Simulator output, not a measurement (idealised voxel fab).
The name of this process module is voxel transistor to metal.
Cross-section cut: width 215 nm, square cells of 5 nm.
Bands, listed from the top down, are how a cross-section gets written in this document; the cross-section itself is a grid of square cells, and a band is one or more rows of them. Quick guide to a band line: top height, bottom height (nm) up front; then every material left to right with its width in nm. Only one material and it's marked "all across"? Then it fills the band edge to edge. And "empty" just means empty space. The level at which height equals 0 is the one under which the wafer, as it arrives, is entirely one material. No lower edge exists for the bottom band, which continues downward and is notated as in "0 down". With a width like "30->40", each row of cells in the band differs from the next by the same amount, the top row carrying the first number and the bottom row the second. Step note "remained unchanged" = no cross-section cell changed. Heads up: "Listed closed voids" only lists the empty pockets with no open path to the top that are 8 cells or more, and it writes them as width x height at distance, distance from the left edge, in nm. It should be noted that, on the line of a given step, the content following the step's settings is a remark produced by the simulator itself with respect to that step. The optional step-line setting "overlay nm" applies to steps with a mask and quantifies how far to the right of its planned location the mask lay, a negative value indicating leftward placement.

[List of planned process steps]
1) RECEIVE [material Si]
2) CONFORMAL_DEP [material SiO2] [thk nm 5]
3) CONFORMAL_DEP [material SiN] [thk nm 15]
4) MASKED_ETCH [tone cover] [mask id ACTIVE] [width nm 100] [etch materials SiN] [depth nm 15] [overlay nm 0]
5) MASKED_ETCH [tone cover] [mask id ACTIVE] [width nm 90] [etch materials SiO2] [depth nm 5] [overlay nm 0]
6) MASKED_ETCH [tone cover] [mask id ACTIVE] [width nm 100] [etch materials Si] [depth nm 20] [overlay nm 0]
7) OXIDIZE [depth nm 5]
8) FILL_DEP [material SiO2] [thk nm 10]
9) CMP [height nm 20]
10) SELECTIVE_ETCH [etch materials SiO2] [depth nm 10]
11) STRIP [etch materials SiN]
12) SELECTIVE_ETCH [etch materials SiO2] [depth nm 5]
13) OXIDIZE [depth nm 5]
14) DIRECTIONAL_DEP [material polySi] [thk nm 30]
15) DIRECTIONAL_DEP [material SiCN] [thk nm 15]
16) DIRECTIONAL_DEP [material aC] [thk nm 10]
17) PATTERN [tone cover] [mask id GATE] [material resist] [width nm 20] [thk nm 25] [overlay nm 0]
18) DIRECTIONAL_ETCH [etch materials aC] [depth nm 10]
19) STRIP [etch materials resist]
20) DIRECTIONAL_ETCH [etch materials SiCN] [depth nm 25]
21) DIRECTIONAL_ETCH [etch materials polySi] [depth nm 40]
22) STRIP [etch materials aC]
23) CONFORMAL_DEP [material SiO2] [thk nm 5]
24) DIRECTIONAL_ETCH [etch materials SiO2] [depth nm 5]
25) CONFORMAL_DEP [material SiN] [thk nm 10]
26) DIRECTIONAL_ETCH [etch materials SiN] [depth nm 10]
27) DIRECTIONAL_ETCH [etch materials SiO2] [depth nm 5]
28) EPI [material SiGe] [thk nm 5]
29) FILL_DEP [material SiO2] [thk nm 10]
30) CMP [height nm 45]
31) DIRECTIONAL_DEP [material SiO2] [thk nm 15]
32) DIRECTIONAL_DEP [material aC] [thk nm 10]
33) PATTERN [tone open] [mask id CONTACT] [material resist] [width nm 30] [pitch nm 60] [thk nm 30] [overlay nm 0]
34) DIRECTIONAL_ETCH [etch materials aC] [depth nm 10]
35) STRIP [etch materials resist]
36) DIRECTIONAL_ETCH [etch materials SiO2] [depth nm 60]
37) STRIP [etch materials aC]
38) CONFORMAL_DEP [material TiN] [thk nm 5]
39) FILL_DEP [material Ru] [thk nm 5]
40) CMP [height nm 60]
41) DIRECTIONAL_DEP [material TiN] [thk nm 5]
42) DIRECTIONAL_DEP [material Ru] [thk nm 15]
43) MASKED_ETCH [tone cover] [mask id METAL_1] [width nm 20] [pitch nm 70] [etch materials Ru] [depth nm 15] [overlay nm 0]
44) MASKED_ETCH [tone cover] [mask id METAL_1] [width nm 20] [pitch nm 70] [etch materials TiN] [depth nm 5] [overlay nm 0]
45) CONFORMAL_DEP [material SiN] [thk nm 5]
46) FILL_DEP [material lowk] [thk nm 5]
47) CMP [height nm 80]
48) CONFORMAL_DEP [material SiCN] [thk nm 5]
49) DIRECTIONAL_DEP [material SiO2] [thk nm 25]
50) MASKED_ETCH [tone open] [mask id METAL_2] [width nm 20] [pitch nm 70] [etch materials SiO2] [depth nm 15] [overlay nm 0]
51) MASKED_ETCH [tone open] [mask id METAL_2_HOLES] [width nm 15] [pitch nm 70] [etch materials SiO2] [depth nm 10] [overlay nm 0]
52) MASKED_ETCH [tone open] [mask id METAL_2_HOLES] [width nm 15] [pitch nm 70] [etch materials SiCN] [depth nm 5] [overlay nm 0]
53) CONFORMAL_DEP [material TiN] [thk nm 5]
54) FILL_DEP [material Cu] [thk nm 5]
55) CMP [height nm 110]
56) CONFORMAL_DEP [material SiCN] [thk nm 5]
Same starting wafers, different width nm at step 5. Plan value belongs to the first wafer.

[First wafer of several, as received: cross-section after step 1]
  0 down | Si all across
  Listed closed voids: none

[Once step 56, the last step, is complete, the module is at its end; this is the cross-section of the first of several wafers]
  115 to 110 | SiCN all across
  110 to 100 | SiO2=60 | TiN=5 | Cu=10 | TiN=5 | SiO2=50 | TiN=5 | Cu=10 | TiN=5 | SiO2=65
  100 to 95 | SiO2=60 | TiN=5 | Cu=5 | TiN=10 | SiO2=50 | TiN=5 | Cu=5 | TiN=10 | SiO2=65
  95 to 85 | SiO2=60 | TiN=5 | Cu=5 | TiN=5 | SiO2=55 | TiN=5 | Cu=5 | TiN=5 | SiO2=70
  85 to 80 | SiCN=60 | TiN=15 | SiCN=55 | TiN=15 | SiCN=70
  80 to 65 | lowk=55 | SiN=5 | Ru=20 | SiN=5 | lowk=40 | SiN=5 | Ru=20 | SiN=5 | lowk=60
  65 to 60 | SiN=60 | TiN=20 | SiN=50 | TiN=20 | SiN=65
  60 to 50 | SiO2=60 | TiN=5 | Ru=20 | TiN=5 | SiO2=30 | TiN=5 | Ru=20 | TiN=5 | SiO2=65
  50 to 45 | SiO2=60 | TiN=5 | Ru=10 | TiN=15 | SiO2=30 | TiN=15 | Ru=10 | TiN=5 | SiO2=65
  45 to 30 | SiO2=60 | TiN=5 | Ru=10 | TiN=5 | SiN=10 | SiO2=5 | SiCN=20 | SiO2=5 | SiN=10 | TiN=5 | Ru=10 | TiN=5 | SiO2=65
  30 to 10 | SiO2=60 | TiN=5 | Ru=10 | TiN=5 | SiN=10 | SiO2=5 | polySi=20 | SiO2=5 | SiN=10 | TiN=5 | Ru=10 | TiN=5 | SiO2=65
  10 to 5 | SiO2=60 | TiN=10 | Ru=5 | TiN=5 | SiN=10 | SiO2=5 | polySi=20 | SiO2=5 | SiN=10 | TiN=5 | Ru=5 | TiN=10 | SiO2=65
  5 to 0 | SiO2=55 | SiN=10 | TiN=15 | SiN=10 | SiO2=5 | polySi=20 | SiO2=5 | SiN=10 | TiN=15 | SiN=10 | SiO2=60
  0 to -5 | SiO2=65 | SiGe=15 | SiO2=50 | SiGe=15 | SiO2=70
  -5 to -25 | SiO2=60 | Si=90 | SiO2=65
  -25 down | Si all across
  Listed closed voids: none

[Wafer cross-section (last wafer, module end)]
  115 to 110 | SiCN all across
  110 to 100 | SiO2=60 | TiN=5 | Cu=10 | TiN=5 | SiO2=50 | TiN=5 | Cu=10 | TiN=5 | SiO2=65
  100 to 95 | SiO2=60 | TiN=5 | Cu=5 | TiN=10 | SiO2=50 | TiN=5 | Cu=5 | TiN=10 | SiO2=65
  95 to 85 | SiO2=60 | TiN=5 | Cu=5 | TiN=5 | SiO2=55 | TiN=5 | Cu=5 | TiN=5 | SiO2=70
  85 to 80 | SiCN=60 | TiN=15 | SiCN=55 | TiN=15 | SiCN=70
  80 to 65 | lowk=55 | SiN=5 | Ru=20 | SiN=5 | lowk=40 | SiN=5 | Ru=20 | SiN=5 | lowk=60
  65 to 60 | SiN=60 | TiN=20 | SiN=50 | TiN=20 | SiN=65
  60 to 50 | SiO2=60 | TiN=5 | Ru=20 | TiN=5 | SiO2=30 | TiN=5 | Ru=20 | TiN=5 | SiO2=65
  50 to 45 | SiO2=60 | TiN=5 | Ru=10 | TiN=15 | SiO2=30 | TiN=15 | Ru=10 | TiN=5 | SiO2=65
  45 to 30 | SiO2=60 | TiN=5 | Ru=10 | TiN=5 | SiN=10 | SiO2=5 | SiCN=20 | SiO2=5 | SiN=10 | TiN=5 | Ru=10 | TiN=5 | SiO2=65
  30 to 10 | SiO2=60 | TiN=5 | Ru=10 | TiN=5 | SiN=10 | SiO2=5 | polySi=20 | SiO2=5 | SiN=10 | TiN=5 | Ru=10 | TiN=5 | SiO2=65
  10 to 5 | SiO2=60 | TiN=10 | Ru=5 | TiN=5 | SiN=10 | SiO2=5 | polySi=20 | SiO2=5 | SiN=10 | TiN=5 | Ru=5 | TiN=10 | SiO2=65
  5 to 0 | SiO2=55 | SiN=10 | TiN=15 | SiN=10 | SiO2=5 | polySi=20 | SiO2=5 | SiN=10 | TiN=15 | SiN=10 | SiO2=60
  0 to -5 | SiO2=65 | SiGe=15 | SiO2=50 | SiGe=15 | SiO2=70
  -5 to -25 | SiO2=55 | Si=105 | SiO2=55
  -25 down | Si all across
  Listed closed voids: none

[The table below has one row for each wafer; a row shows, as of the end of the module, how many cells of each material the wafer has gained, marked (+), or lost, marked (-), since it was received, and then the wafer's closed voids]
width nm 90, +14 Cu, +74 Ru, -143 Si, +92 SiCN, +6 SiGe, +87 SiN, +650 SiO2, +92 TiN, +93 lowk, +24 polySi, Listed closed voids: none
width nm 95, +14 Cu, +74 Ru, -143 Si, +92 SiCN, +6 SiGe, +87 SiN, +650 SiO2, +92 TiN, +93 lowk, +24 polySi, Listed closed voids: none
width nm 100, +14 Cu, +74 Ru, -143 Si, +92 SiCN, +6 SiGe, +87 SiN, +650 SiO2, +92 TiN, +93 lowk, +24 polySi, Listed closed voids: none
width nm 105, +14 Cu, +74 Ru, -139 Si, +92 SiCN, +6 SiGe, +87 SiN, +646 SiO2, +92 TiN, +93 lowk, +24 polySi, Listed closed voids: none
width nm 110, +14 Cu, +74 Ru, -135 Si, +92 SiCN, +6 SiGe, +87 SiN, +642 SiO2, +92 TiN, +93 lowk, +24 polySi, Listed closed voids: none
width nm 115, +14 Cu, +74 Ru, -131 Si, +92 SiCN, +6 SiGe, +87 SiN, +638 SiO2, +92 TiN, +93 lowk, +24 polySi, Listed closed voids: none
